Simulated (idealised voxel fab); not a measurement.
Name of the process module below: voxel transistor to metal
Cross-section cut spans 160 nm and uses square cells 5 nm in size.
Throughout this document, each cross-section is represented as a grid of square cells and is presented as a sequence of bands enumerated from the top downward, where a band comprises one or more rows of cells.
Each band's line starts with the height of the band's top and of its bottom, in nm. Then come its materials from left to right, each with its width in nm. One material with "edge to edge" fills the band from edge to edge. "empty" is empty space.
Convention: height 0 is the level below which the wafer, as received, is all one material. The lowest band does not terminate at the bottom but continues downward, represented as "0 down".
A two-number width, for instance "30->40", indicates that the width is equal to the first number in the top row of the band and to the second number in the bottom row, and that it changes by a constant amount per row of cells.
"no modifications" for a step: no cell of the cross-section changed in that step.
Closed-off voids of 8+ cells (no open route to the top) go in "Listed closed voids", written width x height at distance from the left edge, in nm.
Read whatever lies past the settings on a step's line as the simulator's own remark about the step.
overlay nm: on a step with a mask, how far right of its planned place the mask lay; negative means left.
-- List of planned process steps
step 1: RECEIVE with material Si
step 2: OXIDIZE with depth nm 5
step 3: CONFORMAL_DEP with material SiN, thk nm 15
step 4: DIRECTIONAL_DEP with material aC, thk nm 10
step 5: PATTERN with tone cover, mask id ACTIVE, material resist, width nm 125, thk nm 30, overlay nm 0
step 6: DIRECTIONAL_ETCH with etch materials aC, depth nm 10
step 7: STRIP with etch materials resist
step 8: DIRECTIONAL_ETCH with etch materials SiN, depth nm 15
step 9: DIRECTIONAL_ETCH with etch materials SiO2, depth nm 5
step 10: DIRECTIONAL_ETCH with etch materials Si, depth nm 30
step 11: STRIP with etch materials aC
step 12: OXIDIZE with depth nm 5
step 13: FILL_DEP with material SiO2, thk nm 15
step 14: CMP with height nm 15
step 15: SELECTIVE_ETCH with etch materials SiO2, depth nm 10
step 16: STRIP with etch materials SiN
step 17: SELECTIVE_ETCH with etch materials SiO2, depth nm 5
step 18: OXIDIZE with depth nm 5
step 19: DIRECTIONAL_DEP with material polySi, thk nm 20
step 20: DIRECTIONAL_DEP with material SiCN, thk nm 10
step 21: DIRECTIONAL_DEP with material aC, thk nm 10
step 22: PATTERN with tone cover, mask id GATE, material resist, width nm 25, thk nm 30, overlay nm 0
step 23: DIRECTIONAL_ETCH with etch materials aC, depth nm 10
step 24: STRIP with etch materials resist
step 25: DIRECTIONAL_ETCH with etch materials SiCN, depth nm 20
step 26: DIRECTIONAL_ETCH with etch materials polySi, depth nm 30
step 27: STRIP with etch materials aC
step 28: CONFORMAL_DEP with material SiO2, thk nm 5
step 29: DIRECTIONAL_ETCH with etch materials SiO2, depth nm 5
step 30: CONFORMAL_DEP with material SiN, thk nm 5
step 31: DIRECTIONAL_ETCH with etch materials SiN, depth nm 5
step 32: DIRECTIONAL_ETCH with etch materials SiO2, depth nm 5
step 33: DIRECTIONAL_ETCH with etch materials Si, depth nm 5
step 34: EPI with material nSi, thk nm 5
step 35: FILL_DEP with material SiO2, thk nm 10
step 36: CMP with height nm 25
step 37: DIRECTIONAL_DEP with material SiO2, thk nm 15
step 38: MASKED_ETCH with tone open, mask id CONTACT, width nm 20, pitch nm 85, etch materials SiO2, depth nm 50, overlay nm 0
step 39: CONFORMAL_DEP with material TiN, thk nm 5
step 40: FILL_DEP with material Ru, thk nm 5
step 41: CMP with height nm 40
step 42: DIRECTIONAL_DEP with material TiN, thk nm 5
step 43: DIRECTIONAL_DEP with material Ru, thk nm 20
step 44: PATTERN with tone cover, mask id METAL_1, material resist, width nm 20, pitch nm 85, thk nm 20, overlay nm 0
step 45: DIRECTIONAL_ETCH with etch materials Ru, depth nm 20
step 46: DIRECTIONAL_ETCH with etch materials TiN, depth nm 5
step 47: STRIP with etch materials resist
step 48: CONFORMAL_DEP with material SiN, thk nm 5
step 49: FILL_DEP with material SiO2, thk nm 10
step 50: CMP with height nm 65
step 51: CONFORMAL_DEP with material SiCN, thk nm 5
-- First of two wafers - as planned
-- So this is the incoming wafer in cross-section - it's already been through step 1
0 down = Si edge to edge
Listed closed voids: none
-- Cross-section of the wafer subsequent to step 2
0 to -5 = SiO2 edge to edge
Everything below -5 is unchanged.
-- Cross-section of the wafer subsequent to step 3
15 to 0 = SiN edge to edge
Everything below 0 is unchanged.
-- Cross-section of the wafer subsequent to step 4
25 to 15 = aC edge to edge
Everything below 15 is unchanged.
-- Cross-section of the wafer subsequent to step 5
55 to 25 = empty=15, then resist=125, then empty=20
Everything below 25 is unchanged.
-- Cross-section of the wafer subsequent to step 6
45 to 25 = empty=15, then resist=125, then empty=20
25 to 15 = empty=15, then aC=125, then empty=20
Everything below 15 is unchanged.
-- Cross-section of the wafer subsequent to step 7
25 to 15 = empty=15, then aC=125, then empty=20
Everything below 15 is unchanged.
-- Cross-section of the wafer subsequent to step 8
25 to 15 = empty=15, then aC=125, then empty=20
15 to 0 = empty=15, then SiN=125, then empty=20
Everything below 0 is unchanged.
-- Cross-section of the wafer subsequent to step 9
25 to 15 = empty=15, then aC=125, then empty=20
15 to 0 = empty=15, then SiN=125, then empty=20
0 to -5 = empty=15, then SiO2=125, then empty=20
Everything below -5 is unchanged.
-- Cross-section of the wafer subsequent to step 10
25 to 15 = empty=15, then aC=125, then empty=20
15 to 0 = empty=15, then SiN=125, then empty=20
0 to -5 = empty=15, then SiO2=125, then empty=20
-5 to -35 = empty=15, then Si=125, then empty=20
Everything below -35 is unchanged.
-- Cross-section of the wafer subsequent to step 11
15 to 0 = empty=15, then SiN=125, then empty=20
Everything below 0 is unchanged.
-- Cross-section of the wafer subsequent to step 12
15 to 0 = empty=15, then SiN=125, then empty=20
0 to -5 = empty=15, then SiO2=125, then empty=20
-5 to -35 = empty=15, then SiO2=5, then Si=115, then SiO2=5, then empty=20
-35 to -40 = SiO2=20, then Si=115, then SiO2=25
Everything below -40 is unchanged.
-- Cross-section of the wafer subsequent to step 13
30 to 15 = SiO2 edge to edge
15 to 0 = SiO2=15, then SiN=125, then SiO2=20
0 to -5 = SiO2 edge to edge
-5 to -40 = SiO2=20, then Si=115, then SiO2=25
Everything below -40 is unchanged.
-- Cross-section of the wafer subsequent to step 14
15 to 0 = SiO2=15, then SiN=125, then SiO2=20
Everything below 0 is unchanged.
-- Cross-section of the wafer subsequent to step 15
15 to 5 = empty=15, then SiN=125, then empty=20
Everything below 5 is unchanged.
-- Cross-section of the wafer subsequent to step 16
5 to 0 = SiO2=15, then empty=125, then SiO2=20
Everything below 0 is unchanged.
-- Cross-section of the wafer subsequent to step 17
0 to -5 = SiO2=10, then empty=135, then SiO2=15
Everything below -5 is unchanged.
-- Cross-section of the wafer subsequent to step 18
0 to -5 = SiO2=10, then empty=135, then SiO2=15
-5 to -10 = SiO2 edge to edge
Everything below -10 is unchanged.
-- Cross-section of the wafer subsequent to step 19
20 to 15 = polySi=10, then empty=135, then polySi=15
15 to 0 = polySi edge to edge
0 to -5 = SiO2=10, then polySi=135, then SiO2=15
Everything below -5 is unchanged.
-- Cross-section of the wafer subsequent to step 20
30 to 25 = SiCN=10, then empty=135, then SiCN=15
25 to 20 = SiCN edge to edge
20 to 15 = polySi=10, then SiCN=135, then polySi=15
Everything below 15 is unchanged.
-- Cross-section of the wafer subsequent to step 21
40 to 35 = aC=10, then empty=135, then aC=15
35 to 30 = aC edge to edge
30 to 25 = SiCN=10, then aC=135, then SiCN=15
Everything below 25 is unchanged.
-- Cross-section of the wafer subsequent to step 22
70 to 40 = empty=65, then resist=25, then empty=70
40 to 35 = aC=10, then empty=55, then resist=25, then empty=55, then aC=15
Everything below 35 is unchanged.
-- Cross-section of the wafer subsequent to step 23
60 to 35 = empty=65, then resist=25, then empty=70
35 to 30 = empty=65, then aC=25, then empty=70
30 to 25 = SiCN=10, then empty=55, then aC=25, then empty=55, then SiCN=15
Everything below 25 is unchanged.
-- Cross-section of the wafer subsequent to step 24
35 to 30 = empty=65, then aC=25, then empty=70
Everything below 30 is unchanged.
-- Cross-section of the wafer subsequent to step 25
35 to 25 = empty=65, then aC=25, then empty=70
25 to 20 = empty=65, then SiCN=25, then empty=70
20 to 15 = polySi=10, then empty=55, then SiCN=25, then empty=55, then polySi=15
Everything below 15 is unchanged.
-- Cross-section of the wafer subsequent to step 26
35 to 25 = empty=65, then aC=25, then empty=70
25 to 15 = empty=65, then SiCN=25, then empty=70
15 to 0 = empty=65, then polySi=25, then empty=70
0 to -5 = SiO2=10, then empty=55, then polySi=25, then empty=55, then SiO2=15
Everything below -5 is unchanged.
-- Cross-section of the wafer subsequent to step 27
25 to 15 = empty=65, then SiCN=25, then empty=70
Everything below 15 is unchanged.
-- Cross-section of the wafer subsequent to step 28
30 to 25 = empty=60, then SiO2=35, then empty=65
25 to 15 = empty=60, then SiO2=5, then SiCN=25, then SiO2=5, then empty=65
15 to 5 = empty=60, then SiO2=5, then polySi=25, then SiO2=5, then empty=65
5 to 0 = SiO2=15, then empty=45, then SiO2=5, then polySi=25, then SiO2=5, then empty=45, then SiO2=20
0 to -5 = SiO2=65, then polySi=25, then SiO2=70
Everything below -5 is unchanged.
-- Cross-section of the wafer subsequent to step 29
25 to 15 = empty=60, then SiO2=5, then SiCN=25, then SiO2=5, then empty=65
15 to 0 = empty=60, then SiO2=5, then polySi=25, then SiO2=5, then empty=65
0 to -5 = SiO2=15, then empty=45, then SiO2=5, then polySi=25, then SiO2=5, then empty=45, then SiO2=20
Everything below -5 is unchanged.
-- Cross-section of the wafer subsequent to step 30
30 to 25 = empty=55, then SiN=45, then empty=60
25 to 15 = empty=55, then SiN=5, then SiO2=5, then SiCN=25, then SiO2=5, then SiN=5, then empty=60
15 to 5 = empty=55, then SiN=5, then SiO2=5, then polySi=25, then SiO2=5, then SiN=5, then empty=60
5 to 0 = SiN=20, then empty=35, then SiN=5, then SiO2=5, then polySi=25, then SiO2=5, then SiN=5, then empty=35, then SiN=25
0 to -5 = SiO2=15, then SiN=45, then SiO2=5, then polySi=25, then SiO2=5, then SiN=45, then SiO2=20
Everything below -5 is unchanged.
-- Cross-section of the wafer subsequent to step 31
25 to 15 = empty=55, then SiN=5, then SiO2=5, then SiCN=25, then SiO2=5, then SiN=5, then empty=60
15 to 0 = empty=55, then SiN=5, then SiO2=5, then polySi=25, then SiO2=5, then SiN=5, then empty=60
0 to -5 = SiO2=15, then SiN=5, then empty=35, then SiN=5, then SiO2=5, then polySi=25, then SiO2=5, then SiN=5, then empty=35, then SiN=5, then SiO2=20
Everything below -5 is unchanged.
-- Cross-section of the wafer subsequent to step 32
25 to 20 = empty=55, then SiN=5, then empty=5, then SiCN=25, then empty=5, then SiN=5, then empty=60
20 to 15 = empty=55, then SiN=5, then SiO2=5, then SiCN=25, then SiO2=5, then SiN=5, then empty=60
15 to 0 = empty=55, then SiN=5, then SiO2=5, then polySi=25, then SiO2=5, then SiN=5, then empty=60
0 to -5 = empty=15, then SiN=5, then empty=35, then SiN=5, then SiO2=5, then polySi=25, then SiO2=5, then SiN=5, then empty=35, then SiN=5, then empty=20
-5 to -10 = SiO2=20, then empty=35, then SiO2=45, then empty=35, then SiO2=25
Everything below -10 is unchanged.
-- Cross-section of the wafer subsequent to step 33
25 to 20 = empty=55, then SiN=5, then empty=5, then SiCN=25, then empty=5, then SiN=5, then empty=60
20 to 15 = empty=55, then SiN=5, then SiO2=5, then SiCN=25, then SiO2=5, then SiN=5, then empty=60
15 to 0 = empty=55, then SiN=5, then SiO2=5, then polySi=25, then SiO2=5, then SiN=5, then empty=60
0 to -5 = empty=15, then SiN=5, then empty=35, then SiN=5, then SiO2=5, then polySi=25, then SiO2=5, then SiN=5, then empty=35, then SiN=5, then empty=20
-5 to -10 = SiO2=20, then empty=35, then SiO2=45, then empty=35, then SiO2=25
-10 to -15 = SiO2=20, then empty=35, then Si=45, then empty=35, then SiO2=25
Everything below -15 is unchanged.
-- Cross-section of the wafer subsequent to step 34
25 to 20 = empty=55, then SiN=5, then empty=5, then SiCN=25, then empty=5, then SiN=5, then empty=60
20 to 15 = empty=55, then SiN=5, then SiO2=5, then SiCN=25, then SiO2=5, then SiN=5, then empty=60
15 to 0 = empty=55, then SiN=5, then SiO2=5, then polySi=25, then SiO2=5, then SiN=5, then empty=60
0 to -5 = empty=15, then SiN=5, then empty=35, then SiN=5, then SiO2=5, then polySi=25, then SiO2=5, then SiN=5, then empty=35, then SiN=5, then empty=20
-5 to -10 = SiO2=20, then empty=30, then nSi=5, then SiO2=45, then nSi=5, then empty=30, then SiO2=25
-10 to -15 = SiO2=20, then nSi=35, then Si=45, then nSi=35, then SiO2=25
Everything below -15 is unchanged.
-- Cross-section of the wafer subsequent to step 35
35 to 25 = SiO2 edge to edge
25 to 15 = SiO2=55, then SiN=5, then SiO2=5, then SiCN=25, then SiO2=5, then SiN=5, then SiO2=60
15 to 0 = SiO2=55, then SiN=5, then SiO2=5, then polySi=25, then SiO2=5, then SiN=5, then SiO2=60
0 to -5 = SiO2=15, then SiN=5, then SiO2=35, then SiN=5, then SiO2=5, then polySi=25, then SiO2=5, then SiN=5, then SiO2=35, then SiN=5, then SiO2=20
-5 to -10 = SiO2=50, then nSi=5, then SiO2=45, then nSi=5, then SiO2=55
Everything below -10 is unchanged.
-- Cross-section of the wafer subsequent to step 36
25 to 15 = SiO2=55, then SiN=5, then SiO2=5, then SiCN=25, then SiO2=5, then SiN=5, then SiO2=60
Everything below 15 is unchanged.
-- Cross-section of the wafer subsequent to step 37
40 to 25 = SiO2 edge to edge
Everything below 25 is unchanged.
-- Cross-section of the wafer subsequent to step 38
40 to 25 = SiO2=25, then empty=20, then SiO2=65, then empty=20, then SiO2=30
25 to 15 = SiO2=25, then empty=20, then SiO2=10, then SiN=5, then SiO2=5, then SiCN=25, then SiO2=5, then SiN=5, then SiO2=10, then empty=20, then SiO2=30
15 to 0 = SiO2=25, then empty=20, then SiO2=10, then SiN=5, then SiO2=5, then polySi=25, then SiO2=5, then SiN=5, then SiO2=10, then empty=20, then SiO2=30
0 to -5 = SiO2=15, then SiN=5, then SiO2=5, then empty=20, then SiO2=10, then SiN=5, then SiO2=5, then polySi=25, then SiO2=5, then SiN=5, then SiO2=10, then empty=20, then SiO2=5, then SiN=5, then SiO2=20
-5 to -10 = SiO2=25, then empty=20, then SiO2=5, then nSi=5, then SiO2=45, then nSi=5, then SiO2=5, then empty=20, then SiO2=30
Everything below -10 is unchanged.
-- Cross-section of the wafer subsequent to step 39
45 to 40 = TiN=30, then empty=10, then TiN=75, then empty=10, then TiN=35
40 to 25 = SiO2=25, then TiN=5, then empty=10, then TiN=5, then SiO2=65, then TiN=5, then empty=10, then TiN=5, then SiO2=30
25 to 15 = SiO2=25, then TiN=5, then empty=10, then TiN=5, then SiO2=10, then SiN=5, then SiO2=5, then SiCN=25, then SiO2=5, then SiN=5, then SiO2=10, then TiN=5, then empty=10, then TiN=5, then SiO2=30
15 to 0 = SiO2=25, then TiN=5, then empty=10, then TiN=5, then SiO2=10, then SiN=5, then SiO2=5, then polySi=25, then SiO2=5, then SiN=5, then SiO2=10, then TiN=5, then empty=10, then TiN=5, then SiO2=30
0 to -5 = SiO2=15, then SiN=5, then SiO2=5, then TiN=5, then empty=10, then TiN=5, then SiO2=10, then SiN=5, then SiO2=5, then polySi=25, then SiO2=5, then SiN=5, then SiO2=10, then TiN=5, then empty=10, then TiN=5, then SiO2=5, then SiN=5, then SiO2=20
-5 to -10 = SiO2=25, then TiN=20, then SiO2=5, then nSi=5, then SiO2=45, then nSi=5, then SiO2=5, then TiN=20, then SiO2=30
Everything below -10 is unchanged.
-- Cross-section of the wafer subsequent to step 40
50 to 45 = Ru edge to edge
45 to 40 = TiN=30, then Ru=10, then TiN=75, then Ru=10, then TiN=35
40 to 25 = SiO2=25, then TiN=5, then Ru=10, then TiN=5, then SiO2=65, then TiN=5, then Ru=10, then TiN=5, then SiO2=30
25 to 15 = SiO2=25, then TiN=5, then Ru=10, then TiN=5, then SiO2=10, then SiN=5, then SiO2=5, then SiCN=25, then SiO2=5, then SiN=5, then SiO2=10, then TiN=5, then Ru=10, then TiN=5, then SiO2=30
15 to 0 = SiO2=25, then TiN=5, then Ru=10, then TiN=5, then SiO2=10, then SiN=5, then SiO2=5, then polySi=25, then SiO2=5, then SiN=5, then SiO2=10, then TiN=5, then Ru=10, then TiN=5, then SiO2=30
0 to -5 = SiO2=15, then SiN=5, then SiO2=5, then TiN=5, then Ru=10, then TiN=5, then SiO2=10, then SiN=5, then SiO2=5, then polySi=25, then SiO2=5, then SiN=5, then SiO2=10, then TiN=5, then Ru=10, then TiN=5, then SiO2=5, then SiN=5, then SiO2=20
Everything below -5 is unchanged.
-- Cross-section of the wafer subsequent to step 41
40 to 25 = SiO2=25, then TiN=5, then Ru=10, then TiN=5, then SiO2=65, then TiN=5, then Ru=10, then TiN=5, then SiO2=30
Everything below 25 is unchanged.
-- Cross-section of the wafer subsequent to step 42
45 to 40 = TiN edge to edge
Everything below 40 is unchanged.
-- Cross-section of the wafer subsequent to step 43
65 to 45 = Ru edge to edge
Everything below 45 is unchanged.
-- Cross-section of the wafer subsequent to step 44
85 to 65 = empty=25, then resist=20, then empty=65, then resist=20, then empty=30
Everything below 65 is unchanged.
-- Cross-section of the wafer subsequent to step 45
85 to 65 = empty=25, then resist=20, then empty=65, then resist=20, then empty=30
65 to 45 = empty=25, then Ru=20, then empty=65, then Ru=20, then empty=30
Everything below 45 is unchanged.
-- Cross-section of the wafer subsequent to step 46
85 to 65 = empty=25, then resist=20, then empty=65, then resist=20, then empty=30
65 to 45 = empty=25, then Ru=20, then empty=65, then Ru=20, then empty=30
45 to 40 = empty=25, then TiN=20, then empty=65, then TiN=20, then empty=30
Everything below 40 is unchanged.
-- Cross-section of the wafer subsequent to step 47
65 to 45 = empty=25, then Ru=20, then empty=65, then Ru=20, then empty=30
Everything below 45 is unchanged.
-- Cross-section of the wafer subsequent to step 48
70 to 65 = empty=20, then SiN=30, then empty=55, then SiN=30, then empty=25
65 to 45 = empty=20, then SiN=5, then Ru=20, then SiN=5, then empty=55, then SiN=5, then Ru=20, then SiN=5, then empty=25
45 to 40 = SiN=25, then TiN=20, then SiN=65, then TiN=20, then SiN=30
Everything below 40 is unchanged.
-- Cross-section of the wafer subsequent to step 49
80 to 70 = SiO2 edge to edge
70 to 65 = SiO2=20, then SiN=30, then SiO2=55, then SiN=30, then SiO2=25
65 to 45 = SiO2=20, then SiN=5, then Ru=20, then SiN=5, then SiO2=55, then SiN=5, then Ru=20, then SiN=5, then SiO2=25
Everything below 45 is unchanged.
-- Cross-section of the wafer subsequent to step 50
65 to 45 = SiO2=20, then SiN=5, then Ru=20, then SiN=5, then SiO2=55, then SiN=5, then Ru=20, then SiN=5, then SiO2=25
Everything below 45 is unchanged.
-- Cross-section of the wafer subsequent to step 51
70 to 65 = SiCN edge to edge
Everything below 65 is unchanged.
-- The second wafer began exactly as the first did and followed the same plan, but one mistake was made while running it; through step 19 inclusive, the two wafers are identical
-- Cross-section of the second wafer when, according to plan, step 20 should have finished
30 to 25 = SiO2=10, then empty=135, then SiO2=15
25 to 20 = SiO2 edge to edge
20 to 15 = polySi=10, then SiO2=135, then polySi=15
Everything below 15 is unchanged.
-- Cross-section of the second wafer when, according to plan, step 21 should have finished
40 to 35 = aC=10, then empty=135, then aC=15
35 to 30 = aC edge to edge
30 to 25 = SiO2=10, then aC=135, then SiO2=15
Everything below 25 is unchanged.
-- Cross-section of the second wafer when, according to plan, step 22 should have finished
70 to 40 = empty=65, then resist=25, then empty=70
40 to 35 = aC=10, then empty=55, then resist=25, then empty=55, then aC=15
Everything below 35 is unchanged.
-- Cross-section of the second wafer when, according to plan, step 23 should have finished
60 to 35 = empty=65, then resist=25, then empty=70
35 to 30 = empty=65, then aC=25, then empty=70
30 to 25 = SiO2=10, then empty=55, then aC=25, then empty=55, then SiO2=15
Everything below 25 is unchanged.
-- Cross-section of the second wafer when, according to plan, step 24 should have finished
35 to 30 = empty=65, then aC=25, then empty=70
Everything below 30 is unchanged.
Cross-section of the second wafer when, according to plan, step 25 should have finished: no modifications
Cross-section of the second wafer when, according to plan, step 26 should have finished: no modifications
-- Cross-section of the second wafer when, according to plan, step 27 should have finished
30 to 25 = SiO2=10, then empty=135, then SiO2=15
Everything below 25 is unchanged.
-- Cross-section of the second wafer when, according to plan, step 28 should have finished
35 to 30 = SiO2=15, then empty=125, then SiO2=20
30 to 20 = SiO2 edge to edge
Everything below 20 is unchanged.
-- Cross-section of the second wafer when, according to plan, step 29 should have finished
30 to 25 = SiO2=15, then empty=125, then SiO2=20
Everything below 25 is unchanged.
-- Cross-section of the second wafer when, according to plan, step 30 should have finished
35 to 30 = SiN=20, then empty=115, then SiN=25
30 to 25 = SiO2=15, then SiN=125, then SiO2=20
Everything below 25 is unchanged.
-- Cross-section of the second wafer when, according to plan, step 31 should have finished
30 to 25 = SiO2=15, then SiN=5, then empty=115, then SiN=5, then SiO2=20
Everything below 25 is unchanged.
-- Cross-section of the second wafer when, according to plan, step 32 should have finished
30 to 25 = empty=15, then SiN=5, then empty=115, then SiN=5, then empty=20
25 to 20 = SiO2=20, then empty=115, then SiO2=25
Everything below 20 is unchanged.
Cross-section of the second wafer when, according to plan, step 33 should have finished: no modifications
Cross-section of the second wafer when, according to plan, step 34 should have finished: no modifications
-- Cross-section of the second wafer when, according to plan, step 35 should have finished
40 to 30 = SiO2 edge to edge
30 to 25 = SiO2=15, then SiN=5, then SiO2=115, then SiN=5, then SiO2=20
25 to 20 = SiO2 edge to edge
Everything below 20 is unchanged.
-- Cross-section of the second wafer when, according to plan, step 36 should have finished
25 to 20 = SiO2 edge to edge
Everything below 20 is unchanged.
-- Cross-section of the second wafer when, according to plan, step 37 should have finished
40 to 20 = SiO2 edge to edge
Everything below 20 is unchanged.
-- Cross-section of the second wafer when, according to plan, step 38 should have finished
40 to 20 = SiO2=25, then empty=20, then SiO2=65, then empty=20, then SiO2=30
20 to 15 = polySi=10, then SiO2=15, then empty=20, then SiO2=65, then empty=20, then SiO2=15, then polySi=15
Everything below 15 is unchanged.
-- Cross-section of the second wafer when, according to plan, step 39 should have finished
45 to 40 = TiN=30, then empty=10, then TiN=75, then empty=10, then TiN=35
40 to 20 = SiO2=25, then TiN=5, then empty=10, then TiN=5, then SiO2=65, then TiN=5, then empty=10, then TiN=5, then SiO2=30
20 to 15 = polySi=10, then SiO2=15, then TiN=20, then SiO2=65, then TiN=20, then SiO2=15, then polySi=15
Everything below 15 is unchanged.
-- Cross-section of the second wafer when, according to plan, step 40 should have finished
50 to 45 = Ru edge to edge
45 to 40 = TiN=30, then Ru=10, then TiN=75, then Ru=10, then TiN=35
40 to 20 = SiO2=25, then TiN=5, then Ru=10, then TiN=5, then SiO2=65, then TiN=5, then Ru=10, then TiN=5, then SiO2=30
Everything below 20 is unchanged.
-- Cross-section of the second wafer when, according to plan, step 41 should have finished
40 to 20 = SiO2=25, then TiN=5, then Ru=10, then TiN=5, then SiO2=65, then TiN=5, then Ru=10, then TiN=5, then SiO2=30
Everything below 20 is unchanged.
-- Cross-section of the second wafer when, according to plan, step 42 should have finished
45 to 40 = TiN edge to edge
Everything below 40 is unchanged.
-- Cross-section of the second wafer when, according to plan, step 43 should have finished
65 to 45 = Ru edge to edge
Everything below 45 is unchanged.
-- Cross-section of the second wafer when, according to plan, step 44 should have finished
85 to 65 = empty=25, then resist=20, then empty=65, then resist=20, then empty=30
Everything below 65 is unchanged.
-- Cross-section of the second wafer when, according to plan, step 45 should have finished
85 to 65 = empty=25, then resist=20, then empty=65, then resist=20, then empty=30
65 to 45 = empty=25, then Ru=20, then empty=65, then Ru=20, then empty=30
Everything below 45 is unchanged.
-- Cross-section of the second wafer when, according to plan, step 46 should have finished
85 to 65 = empty=25, then resist=20, then empty=65, then resist=20, then empty=30
65 to 45 = empty=25, then Ru=20, then empty=65, then Ru=20, then empty=30
45 to 40 = empty=25, then TiN=20, then empty=65, then TiN=20, then empty=30
Everything below 40 is unchanged.
-- Cross-section of the second wafer when, according to plan, step 47 should have finished
65 to 45 = empty=25, then Ru=20, then empty=65, then Ru=20, then empty=30
Everything below 45 is unchanged.
-- Cross-section of the second wafer when, according to plan, step 48 should have finished
70 to 65 = empty=20, then SiN=30, then empty=55, then SiN=30, then empty=25
65 to 45 = empty=20, then SiN=5, then Ru=20, then SiN=5, then empty=55, then SiN=5, then Ru=20, then SiN=5, then empty=25
45 to 40 = SiN=25, then TiN=20, then SiN=65, then TiN=20, then SiN=30
Everything below 40 is unchanged.
-- Cross-section of the second wafer when, according to plan, step 49 should have finished
80 to 70 = SiO2 edge to edge
70 to 65 = SiO2=20, then SiN=30, then SiO2=55, then SiN=30, then SiO2=25
65 to 45 = SiO2=20, then SiN=5, then Ru=20, then SiN=5, then SiO2=55, then SiN=5, then Ru=20, then SiN=5, then SiO2=25
Everything below 45 is unchanged.
-- Cross-section of the second wafer when, according to plan, step 50 should have finished
65 to 45 = SiO2=20, then SiN=5, then Ru=20, then SiN=5, then SiO2=55, then SiN=5, then Ru=20, then SiN=5, then SiO2=25
Everything below 45 is unchanged.
-- Cross-section of the second wafer when, according to plan, step 51 should have finished
70 to 65 = SiCN edge to edge
Everything below 65 is unchanged.
Run error: step 20 changed vs plan, executed as DIRECTIONAL_DEP with material SiO2, thk nm 10
Heads up, by the end the second wafer has more or fewer cells of some materials compared to the first: -20 Ru; +14 Si; -10 SiCN; -14 SiN; -42 SiO2; -20 TiN; -16 nSi; +108 polySi
